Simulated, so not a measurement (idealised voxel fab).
Process module heading - voxel lift off
It is cross-section cut that appears here, measuring 285 nm in width, its square cells being 5 nm in size.
How to read a cross-section here: the picture is a grid of square cells, written as bands going from the top down, and any band can span one or more rows of cells. Heights first: top, then bottom, in nm. Then materials, left to right, each with a width in nm. "edge to edge" on a single material: fills the band edge to edge. "air": empty space. Note: height 0 marks the level under which the wafer is uniformly one material as received. Lowest band unbounded below, written "0 nm and below". The expression "30..40" gives the width at the extremes of the band, the first number at its top row of cells and the second at its bottom row, with the width changing by equal amounts from each row to the next in between. The cross-section has no changed cell in any step marked "changes: none". So "Sealed-off cavities" is basically the list of trapped voids: any empty space of 8 cells or more that can't reach the top through an opening. They're written width x height at distance, the distance being from the left edge, and it's all nm. On each step's line, the part that comes after the settings is the simulator's own comment on the step. overlay nm: right-of-plan distance of the mask on a masked step; negative values mean left-of-plan.
# These are the steps we planned for the process
1) op RECEIVE | material Si
2) op CONFORMAL_DEP | material SiO2 | thk nm 15
3) op PATTERN | tone open | mask id LINES | material resist | width nm 15 | pitch nm 40 | thk nm 15 | overlay nm 0
4) op DIRECTIONAL_DEP | material Ru | thk nm 5
5) op STRIP | etch materials resist
6) op CONFORMAL_DEP | material SiCN | thk nm 10
# Step 1 complete: cross-section of the wafer as received
- 0 nm and below | Si edge to edge
- Sealed-off cavities: none
# Look at the cross-section after the module: the wafer started out the way shown above and the plan was the one shown above, yet one mistake was made along the way
- 25 nm to 15 nm | SiCN edge to edge
- 15 nm to 0 nm | SiO2 edge to edge
- 0 nm and below | Si edge to edge
- Sealed-off cavities: none
In executing the process, a mistake was made relative to the plan: it should be noted that step 4 of the plan was omitted and was not performed
